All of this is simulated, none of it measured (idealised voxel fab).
A process module follows: voxel self aligned contacts.
Xsec cut, 220 nm wide, square cell size 5 nm.
This document writes a cross-section as a grid whose cells are square, and gives it as bands, listed from the top down; one or more rows of cells form a band. Each band's line starts with the height of the band's top and of its bottom, in nm. Then come its materials from left to right, each with its width in nm. One material with "throughout" fills the band from edge to edge. "air" is empty space. Height is counted from the level 0, under which the received wafer is composed throughout of one material. The lowest of the bands is not closed at the bottom but continues downward, in the notation "0 down". The two numbers in a width such as "30->40" mark its ends across the band: the first belongs to the top row of cells, the second to the bottom row, and from each row to the next the width moves by the same amount. "everything unchanged" -> step changed no cross-section cell. In "closed voids" the enclosed voids are listed, meaning empty spaces of 8 cells or larger without any opening to the top. The form is width x height at distance, distance from the left edge, units nm. Heads up: the bit after the settings on a step's line is the simulator's remark on that step. You can add "overlay nm" to a step's line. For a step with a mask, it describes how far the mask lay to the right of its planned position, and a negative number describes a lay to the left.
THESE ARE THE STEPS WE PLANNED FOR THE PROCESS
step 1: RECEIVE,material Si
step 2: OXIDIZE,depth nm 5
step 3: DIRECTIONAL_DEP,material polySi,thk nm 25
step 4: DIRECTIONAL_DEP,material SiN,thk nm 20
step 5: PATTERN,tone cover,mask id GATE,material resist,width nm 25,pitch nm 55,thk nm 20,overlay nm 0
step 6: DIRECTIONAL_ETCH,etch materials SiN,depth nm 20
step 7: DIRECTIONAL_ETCH,etch materials polySi,depth nm 25
step 8: STRIP,etch materials resist
step 9: CONFORMAL_DEP,material SiN,thk nm 5
step 10: DIRECTIONAL_ETCH,etch materials SiN,depth nm 5
step 11: FILL_DEP,material SiO2,thk nm 15
step 12: CMP,height nm 50
step 13: PATTERN,tone open,mask id CONTACT,material resist,width nm 40,thk nm 20,overlay nm 0
step 14: DIRECTIONAL_ETCH,etch materials SiO2,depth nm 55
step 15: STRIP,etch materials resist
step 16: CONFORMAL_DEP,material TiN,thk nm 5
step 17: FILL_DEP,material Ru,thk nm 10
step 18: CMP,height nm 50
step 19: CONFORMAL_DEP,material SiN,thk nm 5
CROSS-SECTIONAL VIEW OF THE WAFER IN ITS AS-RECEIVED CONDITION, CORRESPONDING TO THE STATE AFTER STEP 1
* 0 down | Si throughout
* closed voids: none
END STATE OF THE MODULE IN CROSS-SECTION, GIVEN THE ABOVE STARTING POINT AND PLAN AND ONE MISTAKE IN EXECUTION
* 55 to 50 | SiN throughout
* 50 to 45 | 90 nm SiO2, 40 nm TiN, 90 nm SiO2
* 45 to 25 | 75 nm SiN, 15 nm SiO2, 40 nm SiN, 15 nm SiO2, 75 nm SiN
* 25 to 0 | 70 nm polySi, 5 nm SiN, 15 nm SiO2, 5 nm SiN, 30 nm polySi, 5 nm SiN, 15 nm SiO2, 5 nm SiN, 70 nm polySi
* 0 to -5 | SiO2 throughout
* -5 down | Si throughout
* closed voids: none
What was the processing mistake? step 5 was run on a setting that differed from the plan, and what really ran there is PATTERN,tone open,mask id GATE,material resist,width nm 25,pitch nm 55,thk nm 20,overlay nm 0
